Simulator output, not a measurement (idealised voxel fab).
The process module presented herein is designated voxel fin reveal.
Cross-section cut spans 230 nm and uses square cells 5 nm in size.
A cross-section is a grid of square cells, given in bands from the top down. A band is one or more rows of cells.
Each band's line starts with the height of the band's top and of its bottom, in nm. Then come its materials from left to right, each with its width in nm. One material with "throughout" fills the band from edge to edge. "blank" is empty space.
Height datum 0, below which the as-received substrate wafer is one material. Lowest band open at the bottom, running downward: "0 nm and below".
You'd read "30..40" like this: the band's top row of cells is as wide as the first number, its bottom row is as wide as the second, and going down, every row changes width by the same amount as the row before did.
Reading "nothing changed" for a step: not a cell of the cross-section changed in it.
Listed in "Enclosed cavity list": every empty space of 8 or more cells without an open way to the top. Form: width x height at distance, the distance being from the left edge, all in nm.
If you see something after the settings on a step's line, that's the simulator's own remark about that step.
A step line may carry the setting "overlay nm", which, for steps involving a mask, states the distance by which the mask lay to the right of its intended position; negative values denote displacement to the left.

### Process steps (planned)
- 1: RECEIVE | material Si
- 2: CONFORMAL_DEP | material SiN | thk nm 10
- 3: PATTERN | tone cover | mask id FINS | material resist | width nm 15 | pitch nm 35 | thk nm 20 | overlay nm 0
- 4: DIRECTIONAL_ETCH | etch materials SiN | depth nm 10
- 5: DIRECTIONAL_ETCH | etch materials Si | depth nm 40
- 6: STRIP | etch materials resist
- 7: OXIDIZE | depth nm 5
- 8: FILL_DEP | material SiO2 | thk nm 15
- 9: CMP | height nm 10
- 10: SELECTIVE_ETCH | etch materials SiO2 | depth nm 20
- 11: STRIP | etch materials SiN
- 12: CONFORMAL_DEP | material SiO2 | thk nm 5

### The cross-section here shows the wafer as received, i.e. in its state after step 1
  0 nm and below  Si throughout
  Enclosed cavity list: none

### Cross-section, end of module. Start: as above. Plan: as above. Execution: one mistake
  15 nm to 10 nm  blank=85; SiO2=25; blank=10; SiO2=25; blank=85
  10 nm to 0 nm  blank=85; SiO2=5; SiN=15; SiO2=5; blank=10; SiO2=5; SiN=15; SiO2=5; blank=85
  0 nm to -5 nm  blank=85; SiO2=10; Si=5; SiO2=10; blank=10; SiO2=10; Si=5; SiO2=10; blank=85
  -5 nm to -40 nm  blank=90; SiO2=5; Si=5; SiO2=5; blank=20; SiO2=5; Si=5; SiO2=5; blank=90
  -40 nm to -45 nm  SiO2=95; Si=5; SiO2=30; Si=5; SiO2=95
  -45 nm and below  Si throughout
  Enclosed cavity list: none
Here's what went sideways: step 11 changed vs plan, executed as STRIP | etch materials SiO2
